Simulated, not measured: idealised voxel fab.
Process module name: voxel transistor to metal
The width of the displayed cross-section, cut, is 290 nm; its cells are square, with a size of 5 nm.
Just so we're on the same page, the cross-sections are grids of square cells, and they're listed out in bands top to bottom, each band one or more rows deep.
Per band: top height and bottom height in nm, followed by the left-to-right materials and their widths in nm; "throughout" marks a single material spanning edge to edge, "empty" marks empty space.
We count height from 0. Below that, the starting wafer is all one material. The lowest band never ends at the bottom but goes on down; see "0 down" for how that is written.
Per-row width for "30 to 40": begins at first number (top row of band), ends at second number (bottom row), increment between rows held constant.
Reading "no change occurred" for a step: not a cell of the cross-section changed in it.
So "Closed internal cavities" is basically the list of trapped voids: any empty space of 8 cells or more that can't reach the top through an opening. They're written width x height at distance, the distance being from the left edge, and it's all nm.
Note: text after step settings on the step line = simulator remark on that step.
Among the settings permitted on a step's line is "overlay nm"; applied to a step with a mask, it specifies the extent to which the mask lay to the right of its planned position, whereas a negative figure signifies a position to the left.
These are the steps we planned for the process:
1 op RECEIVE | material Si
2 op OXIDIZE | depth nm 5
3 op CONFORMAL_DEP | material SiN | thk nm 10
4 op PATTERN | tone cover | mask id ACTIVE | material resist | width nm 115 | pitch nm 140 | thk nm 15 | overlay nm 0
5 op DIRECTIONAL_ETCH | etch materials SiN | depth nm 10
6 op DIRECTIONAL_ETCH | etch materials SiO2 | depth nm 5
7 op DIRECTIONAL_ETCH | etch materials Si | depth nm 20
8 op STRIP | etch materials resist
9 op FILL_DEP | material SiO2 | thk nm 10
10 op CMP | height nm 10
11 op SELECTIVE_ETCH | etch materials SiO2 | depth nm 5
12 op STRIP | etch materials SiN
13 op SELECTIVE_ETCH | etch materials SiO2 | depth nm 5
14 op OXIDIZE | depth nm 5
15 op DIRECTIONAL_DEP | material polySi | thk nm 30
16 op DIRECTIONAL_DEP | material SiCN | thk nm 15
17 op DIRECTIONAL_DEP | material aC | thk nm 10
18 op PATTERN | tone cover | mask id GATE | material resist | width nm 25 | pitch nm 140 | thk nm 25 | overlay nm 0
19 op DIRECTIONAL_ETCH | etch materials aC | depth nm 10
20 op STRIP | etch materials resist
21 op DIRECTIONAL_ETCH | etch materials SiCN | depth nm 25
22 op DIRECTIONAL_ETCH | etch materials polySi | depth nm 40
23 op STRIP | etch materials aC
24 op CONFORMAL_DEP | material SiO2 | thk nm 5
25 op DIRECTIONAL_ETCH | etch materials SiO2 | depth nm 5
26 op CONFORMAL_DEP | material SiN | thk nm 10
27 op DIRECTIONAL_ETCH | etch materials SiN | depth nm 10
28 op DIRECTIONAL_ETCH | etch materials SiO2 | depth nm 5
29 op DIRECTIONAL_ETCH | etch materials Si | depth nm 15
30 op EPI | material SiGe | thk nm 15
31 op FILL_DEP | material SiO2 | thk nm 5
32 op CMP | height nm 40
33 op DIRECTIONAL_DEP | material SiO2 | thk nm 15
34 op MASKED_ETCH | tone open | mask id CONTACT | width nm 20 | etch materials SiO2 | depth nm 50 | overlay nm 0
35 op CONFORMAL_DEP | material TiN | thk nm 5
36 op FILL_DEP | material W | thk nm 5
37 op CMP | height nm 55
38 op CONFORMAL_DEP | material SiN | thk nm 5
39 op DIRECTIONAL_DEP | material lowk | thk nm 15
40 op MASKED_ETCH | tone open | mask id METAL_1 | width nm 20 | etch materials lowk | depth nm 15 | overlay nm 0
41 op MASKED_ETCH | tone open | mask id METAL_1 | width nm 20 | etch materials SiN | depth nm 5 | overlay nm 0
42 op CONFORMAL_DEP | material TiN | thk nm 5
43 op FILL_DEP | material Cu | thk nm 10
44 op CMP | height nm 75
45 op EPI | material Ru | thk nm 5
46 op FILL_DEP | material SiCN | thk nm 5
Variable across wafers: step 34 width nm (plan value is that of the first wafer; starting state common to all).
Received condition of the first of several wafers, sectioned: post-step 1:
> 0 down = Si throughout
> Closed internal cavities: none
First of several wafers, sectioned at end of module (last step: step 46):
> 85 to 80 = SiCN throughout
> 80 to 75 = SiCN 20, Ru 30, SiCN 45, Ru 30, SiCN 35, Ru 30, SiCN 45, Ru 30, SiCN 25
> 75 to 60 = lowk 25, TiN 5, Cu 10, TiN 5, lowk 55, TiN 5, Cu 10, TiN 5, lowk 45, TiN 5, Cu 10, TiN 5, lowk 55, TiN 5, Cu 10, TiN 5, lowk 30
> 60 to 55 = SiN 25, TiN 20, SiN 55, TiN 20, SiN 45, TiN 20, SiN 55, TiN 20, SiN 30
> 55 to 45 = SiO2 30, TiN 5, W 10, TiN 5, SiO2 45, TiN 5, W 10, TiN 5, SiO2 55, TiN 5, W 10, TiN 5, SiO2 45, TiN 5, W 10, TiN 5, SiO2 35
> 45 to 40 = SiO2 30, TiN 5, W 5, TiN 10, SiO2 45, TiN 10, W 5, TiN 5, SiO2 55, TiN 5, W 5, TiN 10, SiO2 45, TiN 10, W 5, TiN 5, SiO2 35
> 40 to 25 = SiO2 30, TiN 5, W 5, TiN 5, SiN 10, SiO2 5, SiCN 25, SiO2 5, SiN 10, TiN 5, W 5, TiN 5, SiO2 55, TiN 5, W 5, TiN 5, SiN 10, SiO2 5, SiCN 25, SiO2 5, SiN 10, TiN 5, W 5, TiN 5, SiO2 35
> 25 to 10 = SiO2 30, TiN 5, W 5, TiN 5, SiN 10, SiO2 5, polySi 25, SiO2 5, SiN 10, TiN 5, W 5, TiN 5, SiO2 55, TiN 5, W 5, TiN 5, SiN 10, SiO2 5, polySi 25, SiO2 5, SiN 10, TiN 5, W 5, TiN 5, SiO2 35
> 10 to 5 = SiO2 30, TiN 15, SiN 10, SiO2 5, polySi 25, SiO2 5, SiN 10, TiN 15, SiO2 55, TiN 15, SiN 10, SiO2 5, polySi 25, SiO2 5, SiN 10, TiN 15, SiO2 35
> 5 to 0 = SiO2 20, SiGe 25, SiN 10, SiO2 5, polySi 25, SiO2 5, SiN 10, SiGe 25, SiO2 35, SiGe 25, SiN 10, SiO2 5, polySi 25, SiO2 5, SiN 10, SiGe 25, SiO2 25
> 0 to -5 = SiO2 15, SiN 10, SiGe 20, SiN 10, SiO2 5, polySi 25, SiO2 5, SiN 10, SiGe 20, SiN 10, SiO2 25, SiN 10, SiGe 20, SiN 10, SiO2 5, polySi 25, SiO2 5, SiN 10, SiGe 20, SiN 10, SiO2 20
> -5 to -10 = SiO2 25, SiGe 20, SiO2 55, SiGe 20, SiO2 45, SiGe 20, SiO2 55, SiGe 20, SiO2 30
> -10 to -25 = SiO2 15, Si 10, SiGe 20, Si 55, SiGe 20, Si 10, SiO2 25, Si 10, SiGe 20, Si 55, SiGe 20, Si 10, SiO2 20
> -25 down = Si throughout
> Closed internal cavities: none
Cross-sectional view of the final wafer of several at the module's end:
> 85 to 80 = SiCN throughout
> 80 to 75 = SiCN 20, Ru 30, SiCN 45, Ru 30, SiCN 35, Ru 30, SiCN 45, Ru 30, SiCN 25
> 75 to 60 = lowk 25, TiN 5, Cu 10, TiN 5, lowk 55, TiN 5, Cu 10, TiN 5, lowk 45, TiN 5, Cu 10, TiN 5, lowk 55, TiN 5, Cu 10, TiN 5, lowk 30
> 60 to 55 = SiN 25, TiN 20, SiN 55, TiN 20, SiN 45, TiN 20, SiN 55, TiN 20, SiN 30
> 55 to 45 = SiO2 20, TiN 5, W 35, TiN 5, SiO2 20, TiN 5, W 35, TiN 5, SiO2 30, TiN 5, W 35, TiN 5, SiO2 20, TiN 5, W 35, TiN 5, SiO2 20
> 45 to 40 = SiO2 20, TiN 5, W 15, TiN 25, SiO2 20, TiN 20, W 20, TiN 5, SiO2 30, TiN 5, W 15, TiN 25, SiO2 20, TiN 20, W 20, TiN 5, SiO2 20
> 40 to 25 = SiO2 20, TiN 5, W 15, TiN 5, SiN 10, TiN 5, SiCN 25, TiN 5, SiN 10, TiN 5, W 20, TiN 5, SiO2 30, TiN 5, W 15, TiN 5, SiN 10, TiN 5, SiCN 25, TiN 5, SiN 10, TiN 5, W 20, TiN 5, SiO2 20
> 25 to 10 = SiO2 20, TiN 5, W 15, TiN 5, SiN 10, TiN 5, polySi 25, TiN 5, SiN 10, TiN 5, W 20, TiN 5, SiO2 30, TiN 5, W 15, TiN 5, SiN 10, TiN 5, polySi 25, TiN 5, SiN 10, TiN 5, W 20, TiN 5, SiO2 20
> 10 to 5 = SiO2 20, TiN 25, SiN 10, TiN 5, polySi 25, TiN 5, SiN 10, TiN 30, SiO2 30, TiN 25, SiN 10, TiN 5, polySi 25, TiN 5, SiN 10, TiN 30, SiO2 20
> 5 to 0 = SiO2 20, SiGe 25, SiN 10, SiO2 5, polySi 25, SiO2 5, SiN 10, SiGe 25, SiO2 35, SiGe 25, SiN 10, SiO2 5, polySi 25, SiO2 5, SiN 10, SiGe 25, SiO2 25
> 0 to -5 = SiO2 15, SiN 10, SiGe 20, SiN 10, SiO2 5, polySi 25, SiO2 5, SiN 10, SiGe 20, SiN 10, SiO2 25, SiN 10, SiGe 20, SiN 10, SiO2 5, polySi 25, SiO2 5, SiN 10, SiGe 20, SiN 10, SiO2 20
> -5 to -10 = SiO2 25, SiGe 20, SiO2 55, SiGe 20, SiO2 45, SiGe 20, SiO2 55, SiGe 20, SiO2 30
> -10 to -25 = SiO2 15, Si 10, SiGe 20, Si 55, SiGe 20, Si 10, SiO2 25, Si 10, SiGe 20, Si 55, SiGe 20, Si 10, SiO2 20
> -25 down = Si throughout
> Closed internal cavities: none
Table: wafers, a row each; end-of-module cell change per material since receipt, gain (+), loss (-); then closed voids:
width nm 20, +24 Cu, +24 Ru, -200 Si, +122 SiCN, +100 SiGe, +122 SiN, +436 SiO2, +128 TiN, +44 W, +126 lowk, +60 polySi, Closed internal cavities: none
width nm 25, +24 Cu, +24 Ru, -200 Si, +122 SiCN, +100 SiGe, +122 SiN, +410 SiO2, +132 TiN, +66 W, +126 lowk, +60 polySi, Closed internal cavities: none
width nm 30, +24 Cu, +24 Ru, -200 Si, +122 SiCN, +100 SiGe, +122 SiN, +384 SiO2, +136 TiN, +88 W, +126 lowk, +60 polySi, Closed internal cavities: none
width nm 35, +24 Cu, +24 Ru, -200 Si, +122 SiCN, +100 SiGe, +122 SiN, +344 SiO2, +154 TiN, +110 W, +126 lowk, +60 polySi, Closed internal cavities: none
width nm 40, +24 Cu, +24 Ru, -200 Si, +122 SiCN, +100 SiGe, +122 SiN, +304 SiO2, +172 TiN, +132 W, +126 lowk, +60 polySi, Closed internal cavities: none
width nm 45, +24 Cu, +24 Ru, -200 Si, +122 SiCN, +100 SiGe, +122 SiN, +278 SiO2, +176 TiN, +154 W, +126 lowk, +60 polySi, Closed internal cavities: none
